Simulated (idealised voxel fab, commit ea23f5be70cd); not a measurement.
process module | voxel capacitor over wiring
cross-section cut | 240 nm wide | cells 5 nm
A cross-section is a grid of square cells, given in bands from the top down. A band is one or more rows of cells.
Each band's line starts with the height of the band's top and of its bottom, in nm. Then come its materials from left to right, each with its width in nm. One material with "throughout" fills the band from edge to edge. "air" is empty space.
Height 0 is the level under which the wafer as received is all one material. The lowest band goes on downwards, as in "0 down".
A width such as "30 to 40" changes by the same amount from each row of cells to the next, from the band's top row to its bottom row.
"no change" after a step means that no cell of the cross-section changed.
closed voids: empty space of 8 cells or more with no open way to the top, each as width x height at its distance from the left edge, in nm
after a step's settings: what the simulator itself notes on the step
overlay nm, on a step with a mask: how far to the right of its planned place the mask lay; to the left if negative
plan
1 op RECEIVE | material Si
2 op CONFORMAL_DEP | material SiO2 | thk nm 15
3 op DIRECTIONAL_DEP | material TiN | thk nm 5
4 op DIRECTIONAL_DEP | material W | thk nm 15
5 op MASKED_ETCH | tone cover | mask id METAL_1 | width nm 30 | pitch nm 90 | etch materials W | depth nm 15 | overlay nm 0
6 op MASKED_ETCH | tone cover | mask id METAL_1 | width nm 30 | pitch nm 90 | etch materials TiN | depth nm 5 | overlay nm 0
7 op FILL_DEP | material SiO2 | thk nm 10
8 op CMP | height nm 35
9 op CONFORMAL_DEP | material SiCN | thk nm 5
10 op DIRECTIONAL_DEP | material lowk | thk nm 10
11 op PATTERN | tone open | mask id PLUG_1 | material resist | width nm 15 | thk nm 20 | overlay nm 0
12 op DIRECTIONAL_ETCH | etch materials lowk | depth nm 20
13 op DIRECTIONAL_ETCH | etch materials SiCN | depth nm 5
14 op STRIP | etch materials resist
15 op EPI | material Ru | thk nm 10
16 op EPI | material Ru | thk nm 10
17 op EPI | material Ru | thk nm 5
18 op DIRECTIONAL_DEP | material TiN | thk nm 5
19 op DIRECTIONAL_DEP | material SiN | thk nm 5
20 op DIRECTIONAL_DEP | material TiN | thk nm 10
21 op PATTERN | tone cover | mask id UPPER_PLATE | material resist | width nm 65 | thk nm 15 | overlay nm 0
22 op DIRECTIONAL_ETCH | etch materials TiN | depth nm 10
23 op DIRECTIONAL_ETCH | etch materials SiN | depth nm 5
24 op STRIP | etch materials resist
25 op MASKED_ETCH | tone cover | mask id LOWER_PLATE | width nm 75 | etch materials TiN | depth nm 5 | overlay nm 0
26 op FILL_DEP | material SiO2 | thk nm 15
27 op CMP | height nm 90
28 op DIRECTIONAL_DEP | material aC | thk nm 10
29 op PATTERN | tone open | mask id PLUG_2 | material resist | width nm 15 | thk nm 25 | overlay nm 0
30 op DIRECTIONAL_ETCH | etch materials aC | depth nm 10
31 op STRIP | etch materials resist
32 op DIRECTIONAL_ETCH | etch materials SiO2 | depth nm 10
33 op STRIP | etch materials aC
34 op CONFORMAL_DEP | material TiN | thk nm 5
35 op FILL_DEP | material Ru | thk nm 5
36 op CMP | height nm 90
37 op CONFORMAL_DEP | material SiN | thk nm 5
varied across the wafers: thk nm of step 10. The plan shows the first wafer's value. All wafers start alike
first wafer as received, after step 1
  0 down: Si throughout
  closed voids: none
first wafer at the end, after step 37
  95 to 90: SiN throughout
  90 to 85: SiO2 85 | TiN 5 | Ru 5 | TiN 5 | SiO2 140
  85 to 80: SiO2 85 | TiN 15 | SiO2 140
  80 to 70: SiO2 75 | TiN 25 | SiO2 140
  70 to 65: SiO2 75 | SiN 25 | TiN 40 | SiO2 100
  65 to 60: SiO2 70 | TiN 70 | SiO2 100
  60 to 55: SiO2 65 | Ru 35 | SiN 40 | SiO2 100
  55 to 50: SiO2 65 | Ru 35 | TiN 45 | SiO2 95
  50 to 40: lowk 75 | Ru 15 | lowk 150
  40 to 35: SiCN 75 | Ru 15 | SiCN 150
  35 to 20: SiO2 60 | W 30 | SiO2 60 | W 30 | SiO2 60
  20 to 15: SiO2 60 | TiN 30 | SiO2 60 | TiN 30 | SiO2 60
  15 to 0: SiO2 throughout
  0 down: Si throughout
  closed voids: none
last wafer at the end
  95 to 90: SiN throughout
  90 to 85: SiO2 85 | TiN 55 | SiO2 100
  85 to 80: SiO2 85 | TiN 5 | SiN 50 | SiO2 100
  80 to 75: SiO2 70 | TiN 5 | SiO2 15 | TiN 55 | SiO2 95
  75 to 65: lowk 75 | TiN 15 | lowk 150
  65 to 60: lowk 75 | SiN 15 | lowk 150
  60 to 55: lowk 75 | TiN 15 | lowk 150
  55 to 40: lowk throughout
  40 to 35: SiCN throughout
  35 to 20: SiO2 60 | W 30 | SiO2 60 | W 30 | SiO2 60
  20 to 15: SiO2 60 | TiN 30 | SiO2 60 | TiN 30 | SiO2 60
  15 to 0: SiO2 throughout
  0 down: Si throughout
  closed voids: none
each wafer at the end: cells of each material gained (+) or lost (-) since it was received, then its closed voids
thk nm 10 | +24 Ru | +45 SiCN | +61 SiN | +598 SiO2 | +58 TiN | +36 W | +90 lowk | closed voids: none
thk nm 15 | +18 Ru | +45 SiCN | +61 SiN | +559 SiO2 | +58 TiN | +36 W | +135 lowk | closed voids: none
thk nm 20 | +16 Ru | +45 SiCN | +61 SiN | +516 SiO2 | +58 TiN | +36 W | +180 lowk | closed voids: none
thk nm 25 | +48 SiCN | +61 SiN | +482 SiO2 | +57 TiN | +36 W | +228 lowk | closed voids: none
thk nm 30 | +48 SiCN | +61 SiN | +436 SiO2 | +55 TiN | +36 W | +276 lowk | closed voids: none
thk nm 35 | +48 SiCN | +61 SiN | +398 SiO2 | +45 TiN | +36 W | +324 lowk | closed voids: none
